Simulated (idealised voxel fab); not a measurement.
Herein follows the process module entitled voxel gate over fins.
It is cross-section cut that appears here, measuring 185 nm in width, its square cells being 5 nm in size.
A cross-section in this document is a grid of square cells, and it is written down as bands, the top band listed before the ones below it; a band is made up of one or more rows of cells. Basically the band line says how high the top is and how high the bottom is, in nm, and then what's in it from left to right, every material with its width in nm. Empty space shows up as "empty", and if a single material carries "all across" it runs the full band edge to edge. Heights are measured from 0, the level below which the as-received wafer is all one material; the lowest band has no bottom and continues downward, written as in "top 0, no bottom". Width: "30 to 40" (first number = top row, second number = bottom row, same change from row to row of cells). For the purposes of this document, the phrase "no modification" attached to a step denotes that no cell within the cross-section was modified by that step. Closed empty spaces (no open way to the top) of 8 cells or more are what "Trapped voids" lists, each as width x height at distance from the left edge, nm for all three. What comes after the settings on a step's line is commentary from the simulator itself on that step. Among the settings permitted on a step's line is "overlay nm"; applied to a step with a mask, it specifies the extent to which the mask lay to the right of its planned position, whereas a negative figure signifies a position to the left.
Plan:
step 1: RECEIVE with material Si
step 2: CONFORMAL_DEP with material SiN, thk nm 5
step 3: DIRECTIONAL_DEP with material aC, thk nm 15
step 4: PATTERN with tone cover, mask id FINS, material resist, width nm 15, pitch nm 45, thk nm 35, overlay nm 0
step 5: DIRECTIONAL_ETCH with etch materials aC, depth nm 15
step 6: STRIP with etch materials resist
step 7: DIRECTIONAL_ETCH with etch materials SiN, depth nm 5
step 8: DIRECTIONAL_ETCH with etch materials Si, depth nm 30
step 9: STRIP with etch materials aC
step 10: OXIDIZE with depth nm 5
step 11: FILL_DEP with material SiO2, thk nm 5
step 12: CMP with height nm 5
step 13: SELECTIVE_ETCH with etch materials SiO2, depth nm 20
step 14: STRIP with etch materials SiN
step 15: CONFORMAL_DEP with material HfO2, thk nm 5
step 16: CONFORMAL_DEP with material TiN, thk nm 5
step 17: FILL_DEP with material W, thk nm 15
step 18: CMP with height nm 20
step 19: CONFORMAL_DEP with material SiCN, thk nm 5
So this is the incoming wafer in cross-section - it's already been through step 1:
  top 0, no bottom = Si all across
  Trapped voids: none
Module complete - cross-section of the first of two wafers, run according to plan:
  top 25, bottom 20 = SiCN all across
  top 20, bottom 10 = W all across
  top 10, bottom 5 = 35 nm W, 25 nm TiN, 20 nm W, 25 nm TiN, 20 nm W, 25 nm TiN, 35 nm W
  top 5, bottom 0 = 35 nm W, 5 nm TiN, 15 nm HfO2, 5 nm TiN, 20 nm W, 5 nm TiN, 15 nm HfO2, 5 nm TiN, 20 nm W, 5 nm TiN, 15 nm HfO2, 5 nm TiN, 35 nm W
  top 0, bottom -5 = 35 nm W, 5 nm TiN, 5 nm HfO2, 5 nm Si, 5 nm HfO2, 5 nm TiN, 20 nm W, 5 nm TiN, 5 nm HfO2, 5 nm Si, 5 nm HfO2, 5 nm TiN, 20 nm W, 5 nm TiN, 5 nm HfO2, 5 nm Si, 5 nm HfO2, 5 nm TiN, 35 nm W
  top -5, bottom -10 = 40 nm TiN, 5 nm HfO2, 5 nm Si, 5 nm HfO2, 30 nm TiN, 5 nm HfO2, 5 nm Si, 5 nm HfO2, 30 nm TiN, 5 nm HfO2, 5 nm Si, 5 nm HfO2, 40 nm TiN
  top -10, bottom -15 = 45 nm HfO2, 5 nm Si, 40 nm HfO2, 5 nm Si, 40 nm HfO2, 5 nm Si, 45 nm HfO2
  top -15, bottom -35 = 45 nm SiO2, 5 nm Si, 40 nm SiO2, 5 nm Si, 40 nm SiO2, 5 nm Si, 45 nm SiO2
  top -35, no bottom = Si all across
  Trapped voids: none
This is the second of the two wafers, cross-sectioned at the end of the module; it started exactly like the first and was given the same plan, but it was run with one mistake:
  top 25, bottom 20 = SiCN all across
  top 20, bottom 10 = W all across
  top 10, bottom 5 = 35 nm W, 25 nm HfO2, 20 nm W, 25 nm HfO2, 20 nm W, 25 nm HfO2, 35 nm W
  top 5, bottom 0 = 35 nm W, 5 nm HfO2, 15 nm TiN, 5 nm HfO2, 20 nm W, 5 nm HfO2, 15 nm TiN, 5 nm HfO2, 20 nm W, 5 nm HfO2, 15 nm TiN, 5 nm HfO2, 35 nm W
  top 0, bottom -5 = 35 nm W, 5 nm HfO2, 5 nm TiN, 5 nm Si, 5 nm TiN, 5 nm HfO2, 20 nm W, 5 nm HfO2, 5 nm TiN, 5 nm Si, 5 nm TiN, 5 nm HfO2, 20 nm W, 5 nm HfO2, 5 nm TiN, 5 nm Si, 5 nm TiN, 5 nm HfO2, 35 nm W
  top -5, bottom -10 = 40 nm HfO2, 5 nm TiN, 5 nm Si, 5 nm TiN, 30 nm HfO2, 5 nm TiN, 5 nm Si, 5 nm TiN, 30 nm HfO2, 5 nm TiN, 5 nm Si, 5 nm TiN, 40 nm HfO2
  top -10, bottom -15 = 45 nm TiN, 5 nm Si, 40 nm TiN, 5 nm Si, 40 nm TiN, 5 nm Si, 45 nm TiN
  top -15, bottom -35 = 45 nm SiO2, 5 nm Si, 40 nm SiO2, 5 nm Si, 40 nm SiO2, 5 nm Si, 45 nm SiO2
  top -35, no bottom = Si all across
  Trapped voids: none
Want to know what went wrong? so 15 and 16 got swapped relative to the plan, each ran where the other was supposed to
Matching per-material cell counts, mismatched positions: that is how the second wafer compares with the first at the end.
